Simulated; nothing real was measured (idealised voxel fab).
The following is a process module called voxel trench capacitor.
Displayed cross-section: cut, width of 260 nm, square cells sized 5 nm.
Cross-section = grid of square cells, listed top down in bands; band = one or more rows.
Within each band entry, the heights of the top and of the bottom of the band appear first, in that order and in nm; the materials of the band then follow from left to right, each with its corresponding width in nm. The designation "throughout" on a single material indicates that it fills the band from edge to edge; the designation "empty" indicates empty space.
Where do heights start? At 0: under that level the wafer as delivered is made of one material only. And the lowest band has no floor; it just carries on downward, as in "top 0, no bottom".
Quick explanation for "30->40": the width changes in equal steps down the rows of cells, from the first number in the band's top row to the second number in its bottom row.
"identical to before" after a step means that no cell of the cross-section changed.
You'll see "Catalogued sealed voids" listing empty spaces that have no way open to the top, as long as they're 8 cells or more; the notation is width x height at distance, where the distance is from the left edge, and all of it is in nm.
Anything after a step's settings on that line? It's the simulator's own note about the step.
Steps that use a mask can have "overlay nm" on their line. It says how far the mask sat to the right of where it was meant to be. Negative means to the left.

PROCESS STEPS (PLANNED)
1 RECEIVE,material Si
2 CONFORMAL_DEP,material SiN,thk nm 10
3 PATTERN,tone open,mask id TRENCH,material resist,width nm 25,pitch nm 45,thk nm 15,overlay nm 0
4 DIRECTIONAL_ETCH,etch materials SiN,depth nm 10
5 DIRECTIONAL_ETCH,etch materials Si,depth nm 40
6 STRIP,etch materials resist
7 CONFORMAL_DEP,material Al2O3,thk nm 5
8 CONFORMAL_DEP,material TiN,thk nm 5
9 FILL_DEP,material W,thk nm 5
10 CMP,height nm 10

DELIVERED WAFER IN CROSS-SECTION: STATE AFTER STEP 1
> top 0, no bottom | Si throughout
> Catalogued sealed voids: none

END-OF-MODULE CROSS-SECTION OF THE FIRST OF TWO WAFERS, PROCESSED AS PLANNED
> top 10, bottom 0 | SiN 50 nm, then Al2O3 5 nm, then TiN 5 nm, then W 5 nm, then TiN 5 nm, then Al2O3 5 nm, then SiN 20 nm, then Al2O3 5 nm, then TiN 5 nm, then W 5 nm, then TiN 5 nm, then Al2O3 5 nm, then SiN 20 nm, then Al2O3 5 nm, then TiN 5 nm, then W 5 nm, then TiN 5 nm, then Al2O3 5 nm, then SiN 20 nm, then Al2O3 5 nm, then TiN 5 nm, then W 5 nm, then TiN 5 nm, then Al2O3 5 nm, then SiN 50 nm
> top 0, bottom -30 | Si 50 nm, then Al2O3 5 nm, then TiN 5 nm, then W 5 nm, then TiN 5 nm, then Al2O3 5 nm, then Si 20 nm, then Al2O3 5 nm, then TiN 5 nm, then W 5 nm, then TiN 5 nm, then Al2O3 5 nm, then Si 20 nm, then Al2O3 5 nm, then TiN 5 nm, then W 5 nm, then TiN 5 nm, then Al2O3 5 nm, then Si 20 nm, then Al2O3 5 nm, then TiN 5 nm, then W 5 nm, then TiN 5 nm, then Al2O3 5 nm, then Si 50 nm
> top -30, bottom -35 | Si 50 nm, then Al2O3 5 nm, then TiN 15 nm, then Al2O3 5 nm, then Si 20 nm, then Al2O3 5 nm, then TiN 15 nm, then Al2O3 5 nm, then Si 20 nm, then Al2O3 5 nm, then TiN 15 nm, then Al2O3 5 nm, then Si 20 nm, then Al2O3 5 nm, then TiN 15 nm, then Al2O3 5 nm, then Si 50 nm
> top -35, bottom -40 | Si 50 nm, then Al2O3 25 nm, then Si 20 nm, then Al2O3 25 nm, then Si 20 nm, then Al2O3 25 nm, then Si 20 nm, then Al2O3 25 nm, then Si 50 nm
> top -40, no bottom | Si throughout
> Catalogued sealed voids: none

WAFER TWO, END OF MODULE, CROSS-SECTION. SAME START, SAME PLAN AS WAFER ONE. ONE MISTAKE IN THE RUN
> top 10, bottom 0 | SiN 50 nm, then TiN 5 nm, then Al2O3 5 nm, then W 5 nm, then Al2O3 5 nm, then TiN 5 nm, then SiN 20 nm, then TiN 5 nm, then Al2O3 5 nm, then W 5 nm, then Al2O3 5 nm, then TiN 5 nm, then SiN 20 nm, then TiN 5 nm, then Al2O3 5 nm, then W 5 nm, then Al2O3 5 nm, then TiN 5 nm, then SiN 20 nm, then TiN 5 nm, then Al2O3 5 nm, then W 5 nm, then Al2O3 5 nm, then TiN 5 nm, then SiN 50 nm
> top 0, bottom -30 | Si 50 nm, then TiN 5 nm, then Al2O3 5 nm, then W 5 nm, then Al2O3 5 nm, then TiN 5 nm, then Si 20 nm, then TiN 5 nm, then Al2O3 5 nm, then W 5 nm, then Al2O3 5 nm, then TiN 5 nm, then Si 20 nm, then TiN 5 nm, then Al2O3 5 nm, then W 5 nm, then Al2O3 5 nm, then TiN 5 nm, then Si 20 nm, then TiN 5 nm, then Al2O3 5 nm, then W 5 nm, then Al2O3 5 nm, then TiN 5 nm, then Si 50 nm
> top -30, bottom -35 | Si 50 nm, then TiN 5 nm, then Al2O3 15 nm, then TiN 5 nm, then Si 20 nm, then TiN 5 nm, then Al2O3 15 nm, then TiN 5 nm, then Si 20 nm, then TiN 5 nm, then Al2O3 15 nm, then TiN 5 nm, then Si 20 nm, then TiN 5 nm, then Al2O3 15 nm, then TiN 5 nm, then Si 50 nm
> top -35, bottom -40 | Si 50 nm, then TiN 25 nm, then Si 20 nm, then TiN 25 nm, then Si 20 nm, then TiN 25 nm, then Si 20 nm, then TiN 25 nm, then Si 50 nm
> top -40, no bottom | Si throughout
> Catalogued sealed voids: none
Against the plan, the run slipped here: sequence error: steps 7 and 8 interchanged
Upon completion, the second wafer contains, in terms of cells, a greater or smaller amount of certain materials than the first wafer: Al2O3 -16; TiN +16
